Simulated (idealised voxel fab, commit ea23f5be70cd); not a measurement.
Process module in this document: voxel wiring stack
Pictured: cross-section cut, 155 nm wide, on a grid of 5 nm square cells.
Cross-section format: a grid of square cells, given as bands from top to bottom; each band is one or more rows of cells. A band entry consists of two parts. The first gives the height of the band's top and the height of its bottom, in nm. The rest lists the band's materials from left to right, each with its width in nm. A single material labelled with the word "everywhere" fills the band from edge to edge, and the word "empty" marks empty space. Heights are reckoned from 0. Under this level, the received wafer is all of one material. The bottommost band is open-ended downward, for example "0 and below". Width "30..40": first value at the band's top row of cells, second value at its bottom row, equal change from row to row. Where a step carries "stayed the same", the cross-section came out of it unchanged, cell for cell. "Enclosed voids" specifies each empty space that is not open to the top and that occupies no fewer than 8 cells, using the form width x height at distance, the distance measured from the left edge and all three quantities in nm. On a step's line, text after the settings is the simulator commenting on that step. A step line may carry the setting "overlay nm", which, for steps involving a mask, states the distance by which the mask lay to the right of its intended position; negative values denote displacement to the left.
## Listed below are the process steps as planned
step 1: RECEIVE (material Si)
step 2: CONFORMAL_DEP (material SiO2; thk nm 15)
step 3: DIRECTIONAL_DEP (material TiN; thk nm 5)
step 4: DIRECTIONAL_DEP (material W; thk nm 20)
step 5: PATTERN (tone cover; mask id METAL_1; material resist; width nm 20; pitch nm 50; thk nm 20; overlay nm 0)
step 6: DIRECTIONAL_ETCH (etch materials W; depth nm 20)
step 7: DIRECTIONAL_ETCH (etch materials TiN; depth nm 5)
step 8: STRIP (etch materials resist)
step 9: CONFORMAL_DEP (material SiCN; thk nm 5)
step 10: FILL_DEP (material lowk; thk nm 10)
step 11: CMP (height nm 40)
step 12: CONFORMAL_DEP (material SiCN; thk nm 5)
step 13: DIRECTIONAL_DEP (material SiO2; thk nm 35)
step 14: DIRECTIONAL_DEP (material aC; thk nm 10)
step 15: PATTERN (tone open; mask id METAL_2; material resist; width nm 20; pitch nm 50; thk nm 25; overlay nm 0)
step 16: DIRECTIONAL_ETCH (etch materials aC; depth nm 10)
step 17: STRIP (etch materials resist)
step 18: DIRECTIONAL_ETCH (etch materials SiO2; depth nm 20)
step 19: STRIP (etch materials aC)
step 20: PATTERN (tone open; mask id METAL_2_HOLES; material resist; width nm 15; thk nm 20; overlay nm 0)
step 21: DIRECTIONAL_ETCH (etch materials SiO2; depth nm 15)
step 22: DIRECTIONAL_ETCH (etch materials SiCN; depth nm 5)
step 23: STRIP (etch materials resist)
step 24: CONFORMAL_DEP (material TiN; thk nm 5)
step 25: FILL_DEP (material Cu; thk nm 10)
step 26: CMP (height nm 80)
step 27: CONFORMAL_DEP (material SiN; thk nm 5)
## As-received wafer cross-section (after step 1)
  0 and below = Si everywhere
  Enclosed voids: none
## Post-module cross-section of the first of two wafers (run per plan)
  85 down to 80 = SiN everywhere
  80 down to 65 = SiO2: 40  TiN: 5  Cu: 10  TiN: 5  SiO2: 30  TiN: 5  Cu: 10  TiN: 5  SiO2: 45
  65 down to 60 = SiO2: 40  TiN: 5  Cu: 5  TiN: 10  SiO2: 30  TiN: 20  SiO2: 45
  60 down to 45 = SiO2: 40  TiN: 5  Cu: 5  TiN: 5  SiO2: 100
  45 down to 40 = SiCN: 40  TiN: 15  SiCN: 100
  40 down to 20 = lowk: 35  SiCN: 5  W: 20  SiCN: 5  lowk: 20  SiCN: 5  W: 20  SiCN: 5  lowk: 40
  20 down to 15 = SiCN: 40  TiN: 20  SiCN: 30  TiN: 20  SiCN: 45
  15 down to 0 = SiO2 everywhere
  0 and below = Si everywhere
  Enclosed voids: none
## End of module, second wafer, cross-section. Started like the first, planned like the first, run with one mistake
  85 down to 80 = SiN everywhere
  80 down to 70 = SiO2: 35  TiN: 5  Cu: 15  TiN: 5  SiO2: 30  TiN: 5  Cu: 10  TiN: 5  SiO2: 45
  70 down to 65 = SiO2: 35  TiN: 10  Cu: 10  TiN: 5  SiO2: 30  TiN: 5  Cu: 10  TiN: 5  SiO2: 45
  65 down to 60 = SiO2: 40  TiN: 20  SiO2: 30  TiN: 20  SiO2: 45
  60 down to 45 = SiO2: 40  TiN: 10  SiO2: 105
  45 down to 40 = SiCN: 40  TiN: 10  SiCN: 105
  40 down to 20 = lowk: 35  SiCN: 5  W: 20  SiCN: 5  lowk: 20  SiCN: 5  W: 20  SiCN: 5  lowk: 40
  20 down to 15 = SiCN: 40  TiN: 20  SiCN: 30  TiN: 20  SiCN: 45
  15 down to 0 = SiO2 everywhere
  0 and below = Si everywhere
  Enclosed voids: none
In executing the process, a mistake was made relative to the plan: step 20 deviated from plan and actually ran as PATTERN (tone open; mask id METAL_2_HOLES; material resist; width nm 15; thk nm 20; overlay nm -5)
Bottom line after processing is that, in cells, the second wafer is up or down on some materials versus the first: 2 fewer of Cu, 1 more of SiCN, 1 more of TiN
